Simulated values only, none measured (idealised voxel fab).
The process module that follows is named voxel spacer lines.
Shown is cross-section cut, with a width of 230 nm and square cells of size 5 nm.
Each cross-section below is a grid of square cells, stated as bands in top-down order, with one or more rows of cells making up each band.
Read a band's entry like this: the first values are the height of its top and the height of its bottom in nm, and what follows is the sequence of materials from left to right, each with its width in nm. Note that "empty" is empty space, and that a single material marked "throughout" reaches across the band from edge to edge.
Height datum 0, below which the as-received substrate wafer is one material. Lowest band open at the bottom, running downward: "0 down".
The width entry "30..40" should be interpreted row by row: the top row of cells in the band takes the first number, the bottom row takes the second number, and the change between adjacent rows is uniform throughout.
The cross-section has no changed cell in any step marked "nothing changed".
"Closed voids list" specifies each empty space that is not open to the top and that occupies no fewer than 8 cells, using the form width x height at distance, the distance measured from the left edge and all three quantities in nm.
If you see something after the settings on a step's line, that's the simulator's own remark about that step.
overlay nm: on a step with a mask, how far right of its planned place the mask lay; negative means left.

## Planned process steps
1 RECEIVE | material Si
2 CONFORMAL_DEP | material Al2O3 | thk nm 10
3 DIRECTIONAL_DEP | material polySi | thk nm 20
4 DIRECTIONAL_DEP | material aC | thk nm 30
5 PATTERN | tone cover | mask id MANDREL | material resist | width nm 20 | pitch nm 70 | thk nm 35 | overlay nm 0
6 DIRECTIONAL_ETCH | etch materials aC | depth nm 30
7 STRIP | etch materials resist
8 CONFORMAL_DEP | material SiO2 | thk nm 5
9 DIRECTIONAL_ETCH | etch materials SiO2 | depth nm 15
10 STRIP | etch materials aC
11 DIRECTIONAL_ETCH | etch materials polySi | depth nm 20
12 STRIP | etch materials SiO2
13 FILL_DEP | material SiO2 | thk nm 5
14 CMP | height nm 30
Be aware that, although all wafers share a common starting state, the thk nm at step 8 differs among them, and the plan displays the first wafer's value.

## This is how the first of several wafers looked in cross-section when it arrived, which is after step 1
- 0 down | Si throughout
- Closed voids list: none

## Take a look at the first of several wafers in cross-section: the module is done, and step 14 was its last step
- 30 to 10 | 65 of SiO2, 5 of polySi, 20 of SiO2, 5 of polySi, 40 of SiO2, 5 of polySi, 20 of SiO2, 5 of polySi, 65 of SiO2
- 10 to 0 | Al2O3 throughout
- 0 down | Si throughout
- Closed voids list: none

## Cross-section, last wafer, module completion
- 30 to 10 | polySi throughout
- 10 to 0 | Al2O3 throughout
- 0 down | Si throughout
- Closed voids list: none

## Per wafer, end of module: cells gained (+) or lost (-) per material since receipt, then closed voids
thk nm 5 | +92 Al2O3 | +168 SiO2 | +16 polySi | Closed voids list: none
thk nm 10 | +92 Al2O3 | +152 SiO2 | +32 polySi | Closed voids list: none
thk nm 15 | +92 Al2O3 | +136 SiO2 | +48 polySi | Closed voids list: none
thk nm 20 | +92 Al2O3 | +184 polySi | Closed voids list: none
thk nm 25 | +92 Al2O3 | +184 polySi | Closed voids list: none
thk nm 30 | +92 Al2O3 | +184 polySi | Closed voids list: none
